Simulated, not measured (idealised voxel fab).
The following is a process module called voxel gate over fins.
Section cut is 255 nm wide and gridded with 5 nm square cells.
Cross-section layout: square cells on a grid; listed as bands, top to bottom; a band spans one or more cell rows. What a band's entry tells you: where the top is and where the bottom is, as heights in nm, and after that what lies inside, material by material from left to right, each with its width in nm. Empty space is written as the word "empty", and a single material marked with the word "edge to edge" occupies the band from edge to edge. Note: height 0 marks the level under which the wafer is uniformly one material as received. Lowest band unbounded below, written "top 0, no bottom". Quick explanation for "30->40": the width changes in equal steps down the rows of cells, from the first number in the band's top row to the second number in its bottom row. For the purposes of this document, the phrase "everything unchanged" attached to a step denotes that no cell within the cross-section was modified by that step. What "Enclosed cavity list" gives you is every empty space of 8 cells or more that is cut off from the top. Each appears as width x height at distance, with the distance taken from the left edge and width, height and distance all in nm. Text after the settings on a step's line: the simulator's own remark on that step. The line of a step may include "overlay nm". On a step with a mask, this value is how far to the right of its planned place the mask lay. A negative value means the mask lay to the left.
-- The following list gives the planned process steps
1 RECEIVE [material Si]
2 CONFORMAL_DEP [material SiN] [thk nm 5]
3 DIRECTIONAL_DEP [material aC] [thk nm 15]
4 PATTERN [tone cover] [mask id FINS] [material resist] [width nm 15] [pitch nm 45] [thk nm 35] [overlay nm 0]
5 DIRECTIONAL_ETCH [etch materials aC] [depth nm 15]
6 STRIP [etch materials resist]
7 DIRECTIONAL_ETCH [etch materials SiN] [depth nm 5]
8 DIRECTIONAL_ETCH [etch materials Si] [depth nm 40]
9 STRIP [etch materials aC]
10 FILL_DEP [material SiO2] [thk nm 10]
11 CMP [height nm 5]
12 SELECTIVE_ETCH [etch materials SiO2] [depth nm 15]
13 STRIP [etch materials SiN]
14 CONFORMAL_DEP [material HfO2] [thk nm 5]
15 CONFORMAL_DEP [material TiN] [thk nm 5]
16 CONFORMAL_DEP [material TiAl] [thk nm 5]
17 CONFORMAL_DEP [material TiN] [thk nm 5]
18 FILL_DEP [material W] [thk nm 10]
19 CMP [height nm 25]
20 CONFORMAL_DEP [material SiCN] [thk nm 10]
-- Below: the first of two wafers, run as planned
-- as received, after step 1
> top 0, no bottom = Si edge to edge
> Enclosed cavity list: none
-- How the wafer stands in section after step 2
> top 5, bottom 0 = SiN edge to edge
> Note: structure below 0 unchanged.
-- How the wafer stands in section after step 3
> top 20, bottom 5 = aC edge to edge
> Note: structure below 5 unchanged.
-- How the wafer stands in section after step 4
> top 55, bottom 20 = empty=95, then resist=15, then empty=30, then resist=15, then empty=100
> Note: structure below 20 unchanged.
-- How the wafer stands in section after step 5
> top 40, bottom 20 = empty=95, then resist=15, then empty=30, then resist=15, then empty=100
> top 20, bottom 5 = empty=95, then aC=15, then empty=30, then aC=15, then empty=100
> Note: structure below 5 unchanged.
-- How the wafer stands in section after step 6
> top 20, bottom 5 = empty=95, then aC=15, then empty=30, then aC=15, then empty=100
> Note: structure below 5 unchanged.
-- How the wafer stands in section after step 7
> top 20, bottom 5 = empty=95, then aC=15, then empty=30, then aC=15, then empty=100
> top 5, bottom 0 = empty=95, then SiN=15, then empty=30, then SiN=15, then empty=100
> Note: structure below 0 unchanged.
-- How the wafer stands in section after step 8
> top 20, bottom 5 = empty=95, then aC=15, then empty=30, then aC=15, then empty=100
> top 5, bottom 0 = empty=95, then SiN=15, then empty=30, then SiN=15, then empty=100
> top 0, bottom -40 = empty=95, then Si=15, then empty=30, then Si=15, then empty=100
> Note: structure below -40 unchanged.
-- How the wafer stands in section after step 9
> top 5, bottom 0 = empty=95, then SiN=15, then empty=30, then SiN=15, then empty=100
> Note: structure below 0 unchanged.
-- How the wafer stands in section after step 10
> top 15, bottom 5 = SiO2 edge to edge
> top 5, bottom 0 = SiO2=95, then SiN=15, then SiO2=30, then SiN=15, then SiO2=100
> top 0, bottom -40 = SiO2=95, then Si=15, then SiO2=30, then Si=15, then SiO2=100
> Note: structure below -40 unchanged.
-- How the wafer stands in section after step 11
> top 5, bottom 0 = SiO2=95, then SiN=15, then SiO2=30, then SiN=15, then SiO2=100
> Note: structure below 0 unchanged.
-- How the wafer stands in section after step 12
> top 5, bottom 0 = empty=95, then SiN=15, then empty=30, then SiN=15, then empty=100
> top 0, bottom -10 = empty=95, then Si=15, then empty=30, then Si=15, then empty=100
> Note: structure below -10 unchanged.
-- How the wafer stands in section after step 13
> top 0, bottom -10 = empty=95, then Si=15, then empty=30, then Si=15, then empty=100
> Note: structure below -10 unchanged.
-- How the wafer stands in section after step 14
> top 5, bottom 0 = empty=90, then HfO2=25, then empty=20, then HfO2=25, then empty=95
> top 0, bottom -5 = empty=90, then HfO2=5, then Si=15, then HfO2=5, then empty=20, then HfO2=5, then Si=15, then HfO2=5, then empty=95
> top -5, bottom -10 = HfO2=95, then Si=15, then HfO2=30, then Si=15, then HfO2=100
> Note: structure below -10 unchanged.
-- How the wafer stands in section after step 15
> top 10, bottom 5 = empty=85, then TiN=35, then empty=10, then TiN=35, then empty=90
> top 5, bottom 0 = empty=85, then TiN=5, then HfO2=25, then TiN=5, then empty=10, then TiN=5, then HfO2=25, then TiN=5, then empty=90
> top 0, bottom -5 = TiN=90, then HfO2=5, then Si=15, then HfO2=5, then TiN=20, then HfO2=5, then Si=15, then HfO2=5, then TiN=95
> Note: structure below -5 unchanged.
-- How the wafer stands in section after step 16
> top 15, bottom 10 = empty=80, then TiAl=90, then empty=85
> top 10, bottom 5 = empty=80, then TiAl=5, then TiN=35, then TiAl=10, then TiN=35, then TiAl=5, then empty=85
> top 5, bottom 0 = TiAl=85, then TiN=5, then HfO2=25, then TiN=5, then TiAl=10, then TiN=5, then HfO2=25, then TiN=5, then TiAl=90
> Note: structure below 0 unchanged.
-- How the wafer stands in section after step 17
> top 20, bottom 15 = empty=75, then TiN=100, then empty=80
> top 15, bottom 10 = empty=75, then TiN=5, then TiAl=90, then TiN=5, then empty=80
> top 10, bottom 5 = TiN=80, then TiAl=5, then TiN=35, then TiAl=10, then TiN=35, then TiAl=5, then TiN=85
> Note: structure below 5 unchanged.
-- How the wafer stands in section after step 18
> top 30, bottom 20 = W edge to edge
> top 20, bottom 15 = W=75, then TiN=100, then W=80
> top 15, bottom 10 = W=75, then TiN=5, then TiAl=90, then TiN=5, then W=80
> Note: structure below 10 unchanged.
-- How the wafer stands in section after step 19
> top 25, bottom 20 = W edge to edge
> Note: structure below 20 unchanged.
-- How the wafer stands in section after step 20
> top 35, bottom 25 = SiCN edge to edge
> Note: structure below 25 unchanged.
-- Notes, second wafer: start = first wafer's, plan = first wafer's, execution had one mistake; history identical to first through step 15
Look at the second wafer in cross-section at the time step 16 ought to have finished: everything unchanged
-- Look at the second wafer in cross-section at the time step 17 ought to have finished
> top 15, bottom 5 = empty=80, then TiN=90, then empty=85
> top 5, bottom 0 = TiN=90, then HfO2=25, then TiN=20, then HfO2=25, then TiN=95
> Note: structure below 0 unchanged.
-- Look at the second wafer in cross-section at the time step 18 ought to have finished
> top 25, bottom 15 = W edge to edge
> top 15, bottom 5 = W=80, then TiN=90, then W=85
> Note: structure below 5 unchanged.
Look at the second wafer in cross-section at the time step 19 ought to have finished: everything unchanged
-- Look at the second wafer in cross-section at the time step 20 ought to have finished
> top 35, bottom 25 = SiCN edge to edge
> Note: structure below 25 unchanged.
Diagnosis: plan step 16 was not performed, having been skipped
Final comparison by cell count, materials where the second wafer has more or fewer than the first: 59 fewer of TiAl, 4 more of TiN, 55 more of W
